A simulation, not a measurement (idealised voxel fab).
Module name: voxel self aligned vias (process module)
The figure presents cross-section cut, which has a width of 195 nm and is divided into square cells with an edge length of 5 nm.
Cross-section = grid of square cells, listed top down in bands; band = one or more rows. Quick guide to a band line: top height, bottom height (nm) up front; then every material left to right with its width in nm. Only one material and it's marked "all across"? Then it fills the band edge to edge. And "blank" just means empty space. All heights in this document are referenced to 0, defined as the level beneath which the wafer, as received, consists entirely of one material. The lowest band is not bounded below; it extends indefinitely downward and is written in the form "top 0, no bottom". The two numbers in a width such as "30->40" mark its ends across the band: the first belongs to the top row of cells, the second to the bottom row, and from each row to the next the width moves by the same amount. You'll sometimes find "no change occurred" written for a step, and that's the way of saying that nowhere in the cross-section did a cell change during that step. Entry "Closed void inventory". Content: empty spaces with no open connection to the top, size 8 cells or greater. Each: width x height at distance. Distance: from left edge. Unit: nm. It should be noted that, on the line of a given step, the content following the step's settings is a remark produced by the simulator itself with respect to that step. Each step line may optionally specify "overlay nm", which for a step with a mask gives the rightward distance between the mask's planned place and where it lay, a negative value indicating the leftward direction.
Below is the list of planned process steps
1) RECEIVE, material Si
2) CONFORMAL_DEP, material SiO2, thk nm 10
3) CONFORMAL_DEP, material SiCN, thk nm 5
4) DIRECTIONAL_DEP, material lowk, thk nm 25
5) PATTERN, tone open, mask id LINES, material resist, width nm 25, pitch nm 65, thk nm 15, overlay nm 0
6) DIRECTIONAL_ETCH, etch materials lowk, depth nm 25
7) STRIP, etch materials resist
8) CONFORMAL_DEP, material TiN, thk nm 5
9) FILL_DEP, material W, thk nm 5
10) CMP, height nm 40
11) SELECTIVE_ETCH, etch materials W Ru TiN, depth nm 5
12) FILL_DEP, material SiN, thk nm 5
13) CMP, height nm 40
14) DIRECTIONAL_DEP, material lowk, thk nm 20
15) PATTERN, tone open, mask id VIAS, material resist, width nm 35, pitch nm 65, thk nm 15, overlay nm 0
16) DIRECTIONAL_ETCH, etch materials lowk, depth nm 20
17) DIRECTIONAL_ETCH, etch materials SiN, depth nm 5
18) STRIP, etch materials resist
19) CONFORMAL_DEP, material TiN, thk nm 5
20) FILL_DEP, material Ru, thk nm 10
21) CMP, height nm 60
22) CONFORMAL_DEP, material SiCN, thk nm 5
The cross-section here shows the wafer as received, i.e. in its state after step 1
> top 0, no bottom | Si all across
> Closed void inventory: none
As-planned run: cross-section of the first of two wafers at end of module
> top 65, bottom 60 | SiCN all across
> top 60, bottom 45 | lowk (45), then TiN (5), then Ru (25), then TiN (5), then lowk (30), then TiN (5), then Ru (25), then TiN (5), then lowk (50)
> top 45, bottom 40 | lowk (45), then TiN (10), then Ru (15), then TiN (10), then lowk (30), then TiN (10), then Ru (15), then TiN (10), then lowk (50)
> top 40, bottom 35 | lowk (50), then TiN (25), then lowk (40), then TiN (25), then lowk (55)
> top 35, bottom 20 | lowk (50), then TiN (5), then W (15), then TiN (5), then lowk (40), then TiN (5), then W (15), then TiN (5), then lowk (55)
> top 20, bottom 15 | lowk (50), then TiN (25), then lowk (40), then TiN (25), then lowk (55)
> top 15, bottom 10 | SiCN all across
> top 10, bottom 0 | SiO2 all across
> top 0, no bottom | Si all across
> Closed void inventory: none
Wafer two cross-section, module end. Start and plan unchanged from wafer one; one mistake made during the run
> top 65, bottom 60 | SiCN all across
> top 60, bottom 45 | lowk (45), then TiN (5), then Ru (25), then TiN (5), then lowk (30), then TiN (5), then Ru (25), then TiN (5), then lowk (50)
> top 45, bottom 40 | lowk (45), then TiN (35), then lowk (30), then TiN (35), then lowk (50)
> top 40, bottom 35 | lowk (50), then W (25), then lowk (40), then W (25), then lowk (55)
> top 35, bottom 20 | lowk (50), then TiN (5), then W (15), then TiN (5), then lowk (40), then TiN (5), then W (15), then TiN (5), then lowk (55)
> top 20, bottom 15 | lowk (50), then TiN (25), then lowk (40), then TiN (25), then lowk (55)
> top 15, bottom 10 | SiCN all across
> top 10, bottom 0 | SiO2 all across
> top 0, no bottom | Si all across
> Closed void inventory: none
The mistake made against the process plan was this: step 12 was processed under conditions differing from the plan, specifically as FILL_DEP, material W, thk nm 5
At the finish, the second wafer shows more or fewer cells for some materials than the first does: Ru -6; TiN -4; W +10
